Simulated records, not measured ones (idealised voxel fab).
The document below concerns the process module designated voxel gate over fins.
We display cut, a cross-section 270 nm in width whose square cells are each 5 nm.
If you're reading a cross-section in this doc, picture square cells in a grid; it comes to you as bands, top ones listed first down to the bottom, and a band can be one or more rows of cells.
Quick guide to a band line: top height, bottom height (nm) up front; then every material left to right with its width in nm. Only one material and it's marked "full width"? Then it fills the band edge to edge. And "blank" just means empty space.
The level at which height equals 0 is the one under which the wafer, as it arrives, is entirely one material. No lower edge exists for the bottom band, which continues downward and is notated as in "0 and below".
So if you see something like "30->40" for the width, read it as the top row of the band sitting at the first number and the bottom row at the second, with every row in between moving by the same amount as the last.
The designation "stayed the same", where it is given for a processing step, indicates that no cell of the cross-section was altered in the course of that step.
This entry, "Trapped voids", enumerates those empty regions of no fewer than 8 cells that possess no open connection to the top. Each region is reported in the form width x height at distance, the distance being taken from the left edge, with all three quantities expressed in nm.
On a step's line, text after the settings is the simulator commenting on that step.
On any step carrying a mask, the "overlay nm" setting, if present on the step's line, tells how far right of its planned place the mask lay; negative values point to the left.
Listed below are the process steps as planned
1: RECEIVE | material Si
2: CONFORMAL_DEP | material SiN | thk nm 10
3: DIRECTIONAL_DEP | material aC | thk nm 15
4: PATTERN | tone cover | mask id FINS | material resist | width nm 15 | pitch nm 45 | thk nm 30 | overlay nm 0
5: DIRECTIONAL_ETCH | etch materials aC | depth nm 15
6: STRIP | etch materials resist
7: DIRECTIONAL_ETCH | etch materials SiN | depth nm 10
8: DIRECTIONAL_ETCH | etch materials Si | depth nm 30
9: STRIP | etch materials aC
10: FILL_DEP | material SiO2 | thk nm 10
11: CMP | height nm 10
12: SELECTIVE_ETCH | etch materials SiO2 | depth nm 25
13: STRIP | etch materials SiN
14: CONFORMAL_DEP | material HfO2 | thk nm 5
15: CONFORMAL_DEP | material TiN | thk nm 5
16: FILL_DEP | material W | thk nm 10
17: CMP | height nm 15
18: CONFORMAL_DEP | material SiCN | thk nm 10
First wafer out of two, processed as planned
Incoming wafer in cross-section (state: after step 1)
* 0 and below  Si full width
* Trapped voids: none
The wafer in cross-section once step 2 is complete
* 10 down to 0  SiN full width
* No changes below 0.
The wafer in cross-section once step 3 is complete
* 25 down to 10  aC full width
* No changes below 10.
The wafer in cross-section once step 4 is complete
* 55 down to 25  60 of blank  15 of resist  30 of blank  15 of resist  30 of blank  15 of resist  30 of blank  15 of resist  60 of blank
* No changes below 25.
The wafer in cross-section once step 5 is complete
* 40 down to 25  60 of blank  15 of resist  30 of blank  15 of resist  30 of blank  15 of resist  30 of blank  15 of resist  60 of blank
* 25 down to 10  60 of blank  15 of aC  30 of blank  15 of aC  30 of blank  15 of aC  30 of blank  15 of aC  60 of blank
* No changes below 10.
The wafer in cross-section once step 6 is complete
* 25 down to 10  60 of blank  15 of aC  30 of blank  15 of aC  30 of blank  15 of aC  30 of blank  15 of aC  60 of blank
* No changes below 10.
The wafer in cross-section once step 7 is complete
* 25 down to 10  60 of blank  15 of aC  30 of blank  15 of aC  30 of blank  15 of aC  30 of blank  15 of aC  60 of blank
* 10 down to 0  60 of blank  15 of SiN  30 of blank  15 of SiN  30 of blank  15 of SiN  30 of blank  15 of SiN  60 of blank
* No changes below 0.
The wafer in cross-section once step 8 is complete
* 25 down to 10  60 of blank  15 of aC  30 of blank  15 of aC  30 of blank  15 of aC  30 of blank  15 of aC  60 of blank
* 10 down to 0  60 of blank  15 of SiN  30 of blank  15 of SiN  30 of blank  15 of SiN  30 of blank  15 of SiN  60 of blank
* 0 down to -30  60 of blank  15 of Si  30 of blank  15 of Si  30 of blank  15 of Si  30 of blank  15 of Si  60 of blank
* No changes below -30.
The wafer in cross-section once step 9 is complete
* 10 down to 0  60 of blank  15 of SiN  30 of blank  15 of SiN  30 of blank  15 of SiN  30 of blank  15 of SiN  60 of blank
* No changes below 0.
The wafer in cross-section once step 10 is complete
* 20 down to 10  SiO2 full width
* 10 down to 0  60 of SiO2  15 of SiN  30 of SiO2  15 of SiN  30 of SiO2  15 of SiN  30 of SiO2  15 of SiN  60 of SiO2
* 0 down to -30  60 of SiO2  15 of Si  30 of SiO2  15 of Si  30 of SiO2  15 of Si  30 of SiO2  15 of Si  60 of SiO2
* No changes below -30.
The wafer in cross-section once step 11 is complete
* 10 down to 0  60 of SiO2  15 of SiN  30 of SiO2  15 of SiN  30 of SiO2  15 of SiN  30 of SiO2  15 of SiN  60 of SiO2
* No changes below 0.
The wafer in cross-section once step 12 is complete
* 10 down to 0  60 of blank  15 of SiN  30 of blank  15 of SiN  30 of blank  15 of SiN  30 of blank  15 of SiN  60 of blank
* 0 down to -15  60 of blank  15 of Si  30 of blank  15 of Si  30 of blank  15 of Si  30 of blank  15 of Si  60 of blank
* No changes below -15.
The wafer in cross-section once step 13 is complete
* 0 down to -15  60 of blank  15 of Si  30 of blank  15 of Si  30 of blank  15 of Si  30 of blank  15 of Si  60 of blank
* No changes below -15.
The wafer in cross-section once step 14 is complete
* 5 down to 0  55 of blank  25 of HfO2  20 of blank  25 of HfO2  20 of blank  25 of HfO2  20 of blank  25 of HfO2  55 of blank
* 0 down to -10  55 of blank  5 of HfO2  15 of Si  5 of HfO2  20 of blank  5 of HfO2  15 of Si  5 of HfO2  20 of blank  5 of HfO2  15 of Si  5 of HfO2  20 of blank  5 of HfO2  15 of Si  5 of HfO2  55 of blank
* -10 down to -15  60 of HfO2  15 of Si  30 of HfO2  15 of Si  30 of HfO2  15 of Si  30 of HfO2  15 of Si  60 of HfO2
* No changes below -15.
The wafer in cross-section once step 15 is complete
* 10 down to 5  50 of blank  35 of TiN  10 of blank  35 of TiN  10 of blank  35 of TiN  10 of blank  35 of TiN  50 of blank
* 5 down to 0  50 of blank  5 of TiN  25 of HfO2  5 of TiN  10 of blank  5 of TiN  25 of HfO2  5 of TiN  10 of blank  5 of TiN  25 of HfO2  5 of TiN  10 of blank  5 of TiN  25 of HfO2  5 of TiN  50 of blank
* 0 down to -5  50 of blank  5 of TiN  5 of HfO2  15 of Si  5 of HfO2  5 of TiN  10 of blank  5 of TiN  5 of HfO2  15 of Si  5 of HfO2  5 of TiN  10 of blank  5 of TiN  5 of HfO2  15 of Si  5 of HfO2  5 of TiN  10 of blank  5 of TiN  5 of HfO2  15 of Si  5 of HfO2  5 of TiN  50 of blank
* -5 down to -10  55 of TiN  5 of HfO2  15 of Si  5 of HfO2  20 of TiN  5 of HfO2  15 of Si  5 of HfO2  20 of TiN  5 of HfO2  15 of Si  5 of HfO2  20 of TiN  5 of HfO2  15 of Si  5 of HfO2  55 of TiN
* No changes below -10.
The wafer in cross-section once step 16 is complete
* 20 down to 10  W full width
* 10 down to 5  50 of W  35 of TiN  10 of W  35 of TiN  10 of W  35 of TiN  10 of W  35 of TiN  50 of W
* 5 down to 0  50 of W  5 of TiN  25 of HfO2  5 of TiN  10 of W  5 of TiN  25 of HfO2  5 of TiN  10 of W  5 of TiN  25 of HfO2  5 of TiN  10 of W  5 of TiN  25 of HfO2  5 of TiN  50 of W
* 0 down to -5  50 of W  5 of TiN  5 of HfO2  15 of Si  5 of HfO2  5 of TiN  10 of W  5 of TiN  5 of HfO2  15 of Si  5 of HfO2  5 of TiN  10 of W  5 of TiN  5 of HfO2  15 of Si  5 of HfO2  5 of TiN  10 of W  5 of TiN  5 of HfO2  15 of Si  5 of HfO2  5 of TiN  50 of W
* No changes below -5.
The wafer in cross-section once step 17 is complete
* 15 down to 10  W full width
* No changes below 10.
The wafer in cross-section once step 18 is complete
* 25 down to 15  SiCN full width
* No changes below 15.
Second wafer. Start and plan as for the first. One mistake made in running. Agrees with the first up to and including step 3
Cross-section of the second wafer corresponding to the planned conclusion of step 4
* 55 down to 25  55 of blank  25 of resist  20 of blank  25 of resist  20 of blank  25 of resist  20 of blank  25 of resist  55 of blank
* No changes below 25.
Cross-section of the second wafer corresponding to the planned conclusion of step 5
* 40 down to 25  55 of blank  25 of resist  20 of blank  25 of resist  20 of blank  25 of resist  20 of blank  25 of resist  55 of blank
* 25 down to 10  55 of blank  25 of aC  20 of blank  25 of aC  20 of blank  25 of aC  20 of blank  25 of aC  55 of blank
* No changes below 10.
Cross-section of the second wafer corresponding to the planned conclusion of step 6
* 25 down to 10  55 of blank  25 of aC  20 of blank  25 of aC  20 of blank  25 of aC  20 of blank  25 of aC  55 of blank
* No changes below 10.
Cross-section of the second wafer corresponding to the planned conclusion of step 7
* 25 down to 10  55 of blank  25 of aC  20 of blank  25 of aC  20 of blank  25 of aC  20 of blank  25 of aC  55 of blank
* 10 down to 0  55 of blank  25 of SiN  20 of blank  25 of SiN  20 of blank  25 of SiN  20 of blank  25 of SiN  55 of blank
* No changes below 0.
Cross-section of the second wafer corresponding to the planned conclusion of step 8
* 25 down to 10  55 of blank  25 of aC  20 of blank  25 of aC  20 of blank  25 of aC  20 of blank  25 of aC  55 of blank
* 10 down to 0  55 of blank  25 of SiN  20 of blank  25 of SiN  20 of blank  25 of SiN  20 of blank  25 of SiN  55 of blank
* 0 down to -30  55 of blank  25 of Si  20 of blank  25 of Si  20 of blank  25 of Si  20 of blank  25 of Si  55 of blank
* No changes below -30.
Cross-section of the second wafer corresponding to the planned conclusion of step 9
* 10 down to 0  55 of blank  25 of SiN  20 of blank  25 of SiN  20 of blank  25 of SiN  20 of blank  25 of SiN  55 of blank
* No changes below 0.
Cross-section of the second wafer corresponding to the planned conclusion of step 10
* 20 down to 10  SiO2 full width
* 10 down to 0  55 of SiO2  25 of SiN  20 of SiO2  25 of SiN  20 of SiO2  25 of SiN  20 of SiO2  25 of SiN  55 of SiO2
* 0 down to -30  55 of SiO2  25 of Si  20 of SiO2  25 of Si  20 of SiO2  25 of Si  20 of SiO2  25 of Si  55 of SiO2
* No changes below -30.
Cross-section of the second wafer corresponding to the planned conclusion of step 11
* 10 down to 0  55 of SiO2  25 of SiN  20 of SiO2  25 of SiN  20 of SiO2  25 of SiN  20 of SiO2  25 of SiN  55 of SiO2
* No changes below 0.
Cross-section of the second wafer corresponding to the planned conclusion of step 12
* 10 down to 0  55 of blank  25 of SiN  20 of blank  25 of SiN  20 of blank  25 of SiN  20 of blank  25 of SiN  55 of blank
* 0 down to -15  55 of blank  25 of Si  20 of blank  25 of Si  20 of blank  25 of Si  20 of blank  25 of Si  55 of blank
* No changes below -15.
Cross-section of the second wafer corresponding to the planned conclusion of step 13
* 0 down to -15  55 of blank  25 of Si  20 of blank  25 of Si  20 of blank  25 of Si  20 of blank  25 of Si  55 of blank
* No changes below -15.
Cross-section of the second wafer corresponding to the planned conclusion of step 14
* 5 down to 0  50 of blank  35 of HfO2  10 of blank  35 of HfO2  10 of blank  35 of HfO2  10 of blank  35 of HfO2  50 of blank
* 0 down to -10  50 of blank  5 of HfO2  25 of Si  5 of HfO2  10 of blank  5 of HfO2  25 of Si  5 of HfO2  10 of blank  5 of HfO2  25 of Si  5 of HfO2  10 of blank  5 of HfO2  25 of Si  5 of HfO2  50 of blank
* -10 down to -15  55 of HfO2  25 of Si  20 of HfO2  25 of Si  20 of HfO2  25 of Si  20 of HfO2  25 of Si  55 of HfO2
* No changes below -15.
Cross-section of the second wafer corresponding to the planned conclusion of step 15
* 10 down to 5  45 of blank  180 of TiN  45 of blank
* 5 down to 0  45 of blank  5 of TiN  35 of HfO2  10 of TiN  35 of HfO2  10 of TiN  35 of HfO2  10 of TiN  35 of HfO2  5 of TiN  45 of blank
* 0 down to -5  45 of blank  5 of TiN  5 of HfO2  25 of Si  5 of HfO2  10 of TiN  5 of HfO2  25 of Si  5 of HfO2  10 of TiN  5 of HfO2  25 of Si  5 of HfO2  10 of TiN  5 of HfO2  25 of Si  5 of HfO2  5 of TiN  45 of blank
* -5 down to -10  50 of TiN  5 of HfO2  25 of Si  5 of HfO2  10 of TiN  5 of HfO2  25 of Si  5 of HfO2  10 of TiN  5 of HfO2  25 of Si  5 of HfO2  10 of TiN  5 of HfO2  25 of Si  5 of HfO2  50 of TiN
* No changes below -10.
Cross-section of the second wafer corresponding to the planned conclusion of step 16
* 20 down to 10  W full width
* 10 down to 5  45 of W  180 of TiN  45 of W
* 5 down to 0  45 of W  5 of TiN  35 of HfO2  10 of TiN  35 of HfO2  10 of TiN  35 of HfO2  10 of TiN  35 of HfO2  5 of TiN  45 of W
* 0 down to -5  45 of W  5 of TiN  5 of HfO2  25 of Si  5 of HfO2  10 of TiN  5 of HfO2  25 of Si  5 of HfO2  10 of TiN  5 of HfO2  25 of Si  5 of HfO2  10 of TiN  5 of HfO2  25 of Si  5 of HfO2  5 of TiN  45 of W
* No changes below -5.
Cross-section of the second wafer corresponding to the planned conclusion of step 17
* 15 down to 10  W full width
* No changes below 10.
Cross-section of the second wafer corresponding to the planned conclusion of step 18
* 25 down to 15  SiCN full width
* No changes below 15.
Run error: step 4 off recipe, ran as PATTERN | tone cover | mask id FINS | material resist | width nm 25 | pitch nm 45 | thk nm 30 | overlay nm 0
Upon completion, the second wafer contains, in terms of cells, a greater or smaller amount of certain materials than the first wafer: +48 Si, -24 SiO2, -24 W
